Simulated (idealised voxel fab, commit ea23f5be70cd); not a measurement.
The document below concerns the process module designated voxel fin reveal.
For reference, the cross-section in this document is cut, with width 175 nm and square cells of 5 nm.
Square cells in a grid make up a cross-section in this document, and the grid is given as bands, listed from the top down, each one or more rows of cells. What a band's entry tells you: where the top is and where the bottom is, as heights in nm, and after that what lies inside, material by material from left to right, each with its width in nm. Empty space is written as the word "blank", and a single material marked with the word "all across" occupies the band from edge to edge. A quick word on heights: they are counted from 0, and under that level the wafer as it came to us is one material throughout. The lowest band is different from the rest in having no bottom; it simply continues downward, written as in "0..down". Think of "30 to 40" as a width that walks from the first number to the second as you go down the band, top row to bottom row, taking equal-sized steps from row to row. When a step is marked "remains unaltered", none of the cells in the cross-section changed during that step. Listed in "Trapped voids": every empty space of 8 or more cells without an open way to the top. Form: width x height at distance, the distance being from the left edge, all in nm. Step line, after settings: the simulator's comment on this step. For masked steps, "overlay nm" on the step line gives how far right of plan the mask actually lay; a minus sign means it lay to the left.

Below is the list of planned process steps:
| 1 | RECEIVE (material Si) |
| 2 | CONFORMAL_DEP (material SiN; thk nm 10) |
| 3 | MASKED_ETCH (tone cover; mask id FINS; width nm 15; pitch nm 35; etch materials SiN; depth nm 10; overlay nm 0) |
| 4 | MASKED_ETCH (tone cover; mask id FINS; width nm 15; pitch nm 35; etch materials Si; depth nm 35; overlay nm 0) |
| 5 | OXIDIZE (depth nm 5) |
| 6 | FILL_DEP (material SiO2; thk nm 15) |
| 7 | CMP (height nm 10) |
| 8 | SELECTIVE_ETCH (etch materials SiO2; depth nm 30) |
| 9 | STRIP (etch materials SiN) |

The following pertains to the first of two wafers, which was processed as planned:

As received (post step 1): cross-section:
	0..down | Si all across
	Trapped voids: none

Cross-section through the wafer, step 2 finished:
	10..0 | SiN all across
	Below a height of 0, the structure has not been altered.

Cross-section through the wafer, step 3 finished:
	10..0 | 60 nm blank; 15 nm SiN; 20 nm blank; 15 nm SiN; 65 nm blank
	Below a height of 0, the structure has not been altered.

Cross-section through the wafer, step 4 finished:
	10..0 | 60 nm blank; 15 nm SiN; 20 nm blank; 15 nm SiN; 65 nm blank
	0..-35 | 60 nm blank; 15 nm Si; 20 nm blank; 15 nm Si; 65 nm blank
	Below a height of -35, the structure has not been altered.

Cross-section through the wafer, step 5 finished:
	10..0 | 60 nm blank; 15 nm SiN; 20 nm blank; 15 nm SiN; 65 nm blank
	0..-35 | 60 nm blank; 5 nm SiO2; 5 nm Si; 5 nm SiO2; 20 nm blank; 5 nm SiO2; 5 nm Si; 5 nm SiO2; 65 nm blank
	-35..-40 | 65 nm SiO2; 5 nm Si; 30 nm SiO2; 5 nm Si; 70 nm SiO2
	Below a height of -40, the structure has not been altered.

Cross-section through the wafer, step 6 finished:
	25..10 | SiO2 all across
	10..0 | 60 nm SiO2; 15 nm SiN; 20 nm SiO2; 15 nm SiN; 65 nm SiO2
	0..-40 | 65 nm SiO2; 5 nm Si; 30 nm SiO2; 5 nm Si; 70 nm SiO2
	Below a height of -40, the structure has not been altered.

Cross-section through the wafer, step 7 finished:
	10..0 | 60 nm SiO2; 15 nm SiN; 20 nm SiO2; 15 nm SiN; 65 nm SiO2
	Below a height of 0, the structure has not been altered.

Cross-section through the wafer, step 8 finished:
	10..0 | 60 nm blank; 15 nm SiN; 20 nm blank; 15 nm SiN; 65 nm blank
	0..-20 | 65 nm blank; 5 nm Si; 30 nm blank; 5 nm Si; 70 nm blank
	Below a height of -20, the structure has not been altered.

Cross-section through the wafer, step 9 finished:
	0..-20 | 65 nm blank; 5 nm Si; 30 nm blank; 5 nm Si; 70 nm blank
	Below a height of -20, the structure has not been altered.

Wafer two of the pair: same origin, same plan, one error during the run; identical to wafer one up to and including step 2:

Second wafer, sectioned view, at step 3's planned end time:
	10..0 | 60 nm blank; 20 nm SiN; 15 nm blank; 20 nm SiN; 60 nm blank
	Below a height of 0, the structure has not been altered.

Second wafer, sectioned view, at step 4's planned end time:
	10..0 | 60 nm blank; 20 nm SiN; 15 nm blank; 20 nm SiN; 60 nm blank
	0..-35 | 60 nm blank; 20 nm Si; 15 nm blank; 20 nm Si; 60 nm blank
	Below a height of -35, the structure has not been altered.

Second wafer, sectioned view, at step 5's planned end time:
	10..0 | 60 nm blank; 20 nm SiN; 15 nm blank; 20 nm SiN; 60 nm blank
	0..-35 | 60 nm blank; 5 nm SiO2; 10 nm Si; 5 nm SiO2; 15 nm blank; 5 nm SiO2; 10 nm Si; 5 nm SiO2; 60 nm blank
	-35..-40 | 65 nm SiO2; 10 nm Si; 25 nm SiO2; 10 nm Si; 65 nm SiO2
	Below a height of -40, the structure has not been altered.

Second wafer, sectioned view, at step 6's planned end time:
	25..10 | SiO2 all across
	10..0 | 60 nm SiO2; 20 nm SiN; 15 nm SiO2; 20 nm SiN; 60 nm SiO2
	0..-40 | 65 nm SiO2; 10 nm Si; 25 nm SiO2; 10 nm Si; 65 nm SiO2
	Below a height of -40, the structure has not been altered.

Second wafer, sectioned view, at step 7's planned end time:
	10..0 | 60 nm SiO2; 20 nm SiN; 15 nm SiO2; 20 nm SiN; 60 nm SiO2
	Below a height of 0, the structure has not been altered.

Second wafer, sectioned view, at step 8's planned end time:
	10..0 | 60 nm blank; 20 nm SiN; 15 nm blank; 20 nm SiN; 60 nm blank
	0..-20 | 65 nm blank; 10 nm Si; 25 nm blank; 10 nm Si; 65 nm blank
	Below a height of -20, the structure has not been altered.

Second wafer, sectioned view, at step 9's planned end time:
	0..-20 | 65 nm blank; 10 nm Si; 25 nm blank; 10 nm Si; 65 nm blank
	Below a height of -20, the structure has not been altered.
what went wrong: step 3 was run on a setting that differed from the plan, and what really ran there is MASKED_ETCH (tone cover; mask id FINS; width nm 20; pitch nm 35; etch materials SiN; depth nm 10; overlay nm 0)
The final cell counts differ between the wafers, with the second having more or fewer of some materials than the first: +16 Si; -8 SiO2
